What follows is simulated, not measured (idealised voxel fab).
process module | voxel fin reveal
cross-section cut | 180 nm wide | cells 5 nm
A cross-section is a grid of square cells, given in bands from the top down. A band is one or more rows of cells.
Each band's line starts with the height of the band's top and of its bottom, in nm. Then come its materials from left to right, each with its width in nm. One material with "throughout" fills the band from edge to edge. "air" is empty space.
Height 0 is the level under which the wafer as received is all one material. The lowest band goes on downwards, as in "0 down".
A width such as "30 to 40" changes by the same amount from each row of cells to the next, from the band's top row to its bottom row.
"no change" after a step means that no cell of the cross-section changed.
closed voids: empty space of 8 cells or more with no open way to the top, each as width x height at its distance from the left edge, in nm
after a step's settings: what the simulator itself notes on the step
overlay nm, on a step with a mask: how far to the right of its planned place the mask lay; to the left if negative
plan
1 op RECEIVE | material Si
2 op CONFORMAL_DEP | material SiN | thk nm 10
3 op PATTERN | tone cover | mask id FINS | material resist | width nm 15 | pitch nm 45 | thk nm 15 | overlay nm 0
4 op DIRECTIONAL_ETCH | etch materials SiN | depth nm 10
5 op DIRECTIONAL_ETCH | etch materials Si | depth nm 40
6 op STRIP | etch materials resist
7 op OXIDIZE | depth nm 5
8 op FILL_DEP | material SiO2 | thk nm 10
9 op CMP | height nm 10
10 op SELECTIVE_ETCH | etch materials SiO2 | depth nm 30
11 op STRIP | etch materials SiN
12 op CONFORMAL_DEP | material HfO2 | thk nm 5
first wafer, as planned
as received, after step 1
  0 down: Si throughout
  closed voids: none
after step 2
  10 to 0: SiN throughout
  below 0: unchanged
after step 3
  25 to 10: air 60 | resist 15 | air 30 | resist 15 | air 60
  below 10: unchanged
after step 4
  25 to 10: air 60 | resist 15 | air 30 | resist 15 | air 60
  10 to 0: air 60 | SiN 15 | air 30 | SiN 15 | air 60
  below 0: unchanged
after step 5
  25 to 10: air 60 | resist 15 | air 30 | resist 15 | air 60
  10 to 0: air 60 | SiN 15 | air 30 | SiN 15 | air 60
  0 to -40: air 60 | Si 15 | air 30 | Si 15 | air 60
  below -40: unchanged
after step 6
  10 to 0: air 60 | SiN 15 | air 30 | SiN 15 | air 60
  below 0: unchanged
after step 7
  10 to 0: air 60 | SiN 15 | air 30 | SiN 15 | air 60
  0 to -40: air 60 | SiO2 5 | Si 5 | SiO2 5 | air 30 | SiO2 5 | Si 5 | SiO2 5 | air 60
  -40 to -45: SiO2 65 | Si 5 | SiO2 40 | Si 5 | SiO2 65
  below -45: unchanged
after step 8
  20 to 10: SiO2 throughout
  10 to 0: SiO2 60 | SiN 15 | SiO2 30 | SiN 15 | SiO2 60
  0 to -45: SiO2 65 | Si 5 | SiO2 40 | Si 5 | SiO2 65
  below -45: unchanged
after step 9
  10 to 0: SiO2 60 | SiN 15 | SiO2 30 | SiN 15 | SiO2 60
  below 0: unchanged
after step 10
  10 to 0: air 60 | SiN 15 | air 30 | SiN 15 | air 60
  0 to -20: air 65 | Si 5 | air 40 | Si 5 | air 65
  below -20: unchanged
after step 11
  0 to -20: air 65 | Si 5 | air 40 | Si 5 | air 65
  below -20: unchanged
after step 12
  5 to 0: air 60 | HfO2 15 | air 30 | HfO2 15 | air 60
  0 to -15: air 60 | HfO2 5 | Si 5 | HfO2 5 | air 30 | HfO2 5 | Si 5 | HfO2 5 | air 60
  -15 to -20: HfO2 65 | Si 5 | HfO2 40 | Si 5 | HfO2 65
  below -20: unchanged
second wafer: like start, like plan, one mistake. Through step 9 it matches the first wafer
when step 10 should have ended
  10 to 0: SiO2 60 | air 15 | SiO2 30 | air 15 | SiO2 60
  below 0: unchanged
when step 11 should have ended
  0 to -20: air 65 | Si 5 | air 40 | Si 5 | air 65
  -20 to -30: SiO2 30 | air 35 | Si 5 | air 40 | Si 5 | air 35 | SiO2 30
  below -30: unchanged
when step 12 should have ended
  5 to 0: air 60 | HfO2 15 | air 30 | HfO2 15 | air 60
  0 to -15: air 60 | HfO2 5 | Si 5 | HfO2 5 | air 30 | HfO2 5 | Si 5 | HfO2 5 | air 60
  -15 to -20: HfO2 35 | air 25 | HfO2 5 | Si 5 | HfO2 5 | air 30 | HfO2 5 | Si 5 | HfO2 5 | air 25 | HfO2 35
  -20 to -25: SiO2 30 | HfO2 5 | air 25 | HfO2 5 | Si 5 | HfO2 5 | air 30 | HfO2 5 | Si 5 | HfO2 5 | air 25 | HfO2 5 | SiO2 30
  -25 to -30: SiO2 30 | HfO2 35 | Si 5 | HfO2 40 | Si 5 | HfO2 35 | SiO2 30
  below -30: unchanged
what went wrong: steps 10 and 11 were swapped
at the end the second wafer has, in cells: 12 more of HfO2 | 44 fewer of SiO2
